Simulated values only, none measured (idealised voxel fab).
Process module under the name voxel transistor to metal
Cross-section cut: width 165 nm, square cells of 5 nm.
Cross-sections here: square-cell grids, written as top-down lists of bands, a band being one or more rows of cells. Heads up on the band format: heights come first, top then bottom, in nm. After that it's the materials left to right, each with its width in nm. A single material flagged "all across" fills the whole band edge to edge, and "empty" means there's empty space there. Heights are measured from 0, the level below which the as-received wafer is all one material; the lowest band has no bottom and continues downward, written as in "0 down". So if you see something like "30..40" for the width, read it as the top row of the band sitting at the first number and the bottom row at the second, with every row in between moving by the same amount as the last. Key: "stayed the same" - step with no changed cell in the cross-section. Look at "Closed void listing" for the closed voids: empty spaces with no open path to the top, sized 8 cells or up. Each is width x height at distance, distance from the left edge, all nm. Text after the settings on a step's line: the simulator's own remark on that step. You can add "overlay nm" to a step's line. For a step with a mask, it describes how far the mask lay to the right of its planned position, and a negative number describes a lay to the left.

Planned process steps:
1. RECEIVE,material Si
2. OXIDIZE,depth nm 5
3. CONFORMAL_DEP,material SiN,thk nm 10
4. MASKED_ETCH,tone cover,mask id ACTIVE,width nm 115,etch materials SiN,depth nm 10,overlay nm 0
5. MASKED_ETCH,tone cover,mask id ACTIVE,width nm 115,etch materials SiO2,depth nm 5,overlay nm 0
6. MASKED_ETCH,tone cover,mask id ACTIVE,width nm 115,etch materials Si,depth nm 30,overlay nm 0
7. OXIDIZE,depth nm 5
8. FILL_DEP,material SiO2,thk nm 10
9. CMP,height nm 10
10. SELECTIVE_ETCH,etch materials SiO2,depth nm 5
11. STRIP,etch materials SiN
12. SELECTIVE_ETCH,etch materials SiO2,depth nm 5
13. OXIDIZE,depth nm 5
14. DIRECTIONAL_DEP,material polySi,thk nm 20
15. DIRECTIONAL_DEP,material SiCN,thk nm 15
16. DIRECTIONAL_DEP,material aC,thk nm 15
17. PATTERN,tone cover,mask id GATE,material resist,width nm 25,thk nm 35,overlay nm 0
18. DIRECTIONAL_ETCH,etch materials aC,depth nm 15
19. STRIP,etch materials resist
20. DIRECTIONAL_ETCH,etch materials SiCN,depth nm 25
21. DIRECTIONAL_ETCH,etch materials polySi,depth nm 30
22. STRIP,etch materials aC
23. CONFORMAL_DEP,material SiN,thk nm 10
24. DIRECTIONAL_ETCH,etch materials SiN,depth nm 10
25. DIRECTIONAL_ETCH,etch materials SiO2,depth nm 5
26. EPI,material pSi,thk nm 5
27. FILL_DEP,material SiO2,thk nm 5
28. CMP,height nm 15
29. STRIP,etch materials polySi
30. SELECTIVE_ETCH,etch materials SiO2,depth nm 5
31. CONFORMAL_DEP,material HfO2,thk nm 5
32. CONFORMAL_DEP,material TiN,thk nm 5
33. FILL_DEP,material W,thk nm 10
34. CMP,height nm 10
35. DIRECTIONAL_DEP,material SiO2,thk nm 15
36. DIRECTIONAL_DEP,material aC,thk nm 10
37. PATTERN,tone open,mask id CONTACT,material resist,width nm 20,pitch nm 85,thk nm 25,overlay nm 0
38. DIRECTIONAL_ETCH,etch materials aC,depth nm 10
39. STRIP,etch materials resist
40. DIRECTIONAL_ETCH,etch materials SiO2,depth nm 30
41. STRIP,etch materials aC
42. CONFORMAL_DEP,material TiN,thk nm 5
43. FILL_DEP,material W,thk nm 5
44. CMP,height nm 25
45. CONFORMAL_DEP,material SiCN,thk nm 5
46. DIRECTIONAL_DEP,material SiO2,thk nm 20
47. MASKED_ETCH,tone open,mask id METAL_1,width nm 20,pitch nm 85,etch materials SiO2,depth nm 20,overlay nm 0
48. MASKED_ETCH,tone open,mask id METAL_1,width nm 20,pitch nm 85,etch materials SiCN,depth nm 5,overlay nm 0
49. CONFORMAL_DEP,material TiN,thk nm 5
50. FILL_DEP,material Cu,thk nm 5
51. CMP,height nm 50
52. CONFORMAL_DEP,material SiCN,thk nm 5

Delivered wafer in cross-section: state after step 1:
	0 down | Si all across
	Closed void listing: none

Run as planned - first of the two wafers cross-sectioned at the end of the module:
	55 to 50 | SiCN all across
	50 to 30 | SiO2 30  TiN 5  Cu 10  TiN 5  SiO2 65  TiN 5  Cu 10  TiN 5  SiO2 30
	30 to 25 | SiCN 30  TiN 20  SiCN 65  TiN 20  SiCN 30
	25 to 10 | SiO2 30  TiN 5  W 10  TiN 5  SiO2 65  TiN 5  W 10  TiN 5  SiO2 30
	10 to 0 | SiO2 30  TiN 5  W 10  TiN 5  SiO2 10  SiN 10  HfO2 5  TiN 5  W 5  TiN 5  HfO2 5  SiN 10  SiO2 10  TiN 5  W 10  TiN 5  SiO2 30
	0 to -5 | SiO2 20  SiN 10  TiN 20  SiO2 10  SiN 10  HfO2 5  TiN 15  HfO2 5  SiN 10  SiO2 10  TiN 20  SiN 10  SiO2 20
	-5 to -10 | SiO2 30  pSi 30  SiO2 5  HfO2 35  SiO2 5  pSi 30  SiO2 30
	-10 to -40 | SiO2 30  Si 105  SiO2 30
	-40 down | Si all across
	Closed void listing: none

End of module, second wafer, cross-section. Started like the first, planned like the first, run with one mistake:
	55 to 50 | SiCN all across
	50 to 30 | SiO2 30  TiN 5  Cu 10  TiN 5  SiO2 65  TiN 5  Cu 10  TiN 5  SiO2 30
	30 to 25 | SiCN 30  TiN 20  SiCN 65  TiN 20  SiCN 30
	25 to 10 | SiO2 30  TiN 5  W 10  TiN 5  SiO2 65  TiN 5  W 10  TiN 5  SiO2 30
	10 to 5 | SiO2 30  TiN 5  W 10  TiN 5  SiO2 10  SiN 10  HfO2 5  TiN 5  W 5  TiN 5  HfO2 5  SiN 10  SiO2 10  TiN 5  W 10  TiN 5  SiO2 30
	5 to 0 | SiO2 30  TiN 5  W 10  TiN 5  SiO2 10  SiN 10  HfO2 5  TiN 5  W 5  TiN 5  HfO2 5  SiN 10  SiO2 10  TiN 20  SiO2 30
	0 to -5 | SiO2 10  SiN 10  SiO2 10  TiN 20  SiO2 10  SiN 10  HfO2 5  TiN 15  HfO2 5  SiN 10  SiO2 10  TiN 10  SiN 10  SiO2 30
	-5 to -10 | SiO2 20  pSi 40  SiO2 5  HfO2 35  SiO2 5  pSi 20  SiO2 40
	-10 to -40 | SiO2 20  Si 115  SiO2 30
	-40 down | Si all across
	Closed void listing: none
Diagnosis: step 4 went in with a setting other than planned; the actual run was MASKED_ETCH,tone cover,mask id ACTIVE,width nm 115,etch materials SiN,depth nm 10,overlay nm -10
The second wafer ends with more or fewer cells of some materials than the first, per final count: Si: 12 more; SiO2: 10 fewer; W: 2 fewer
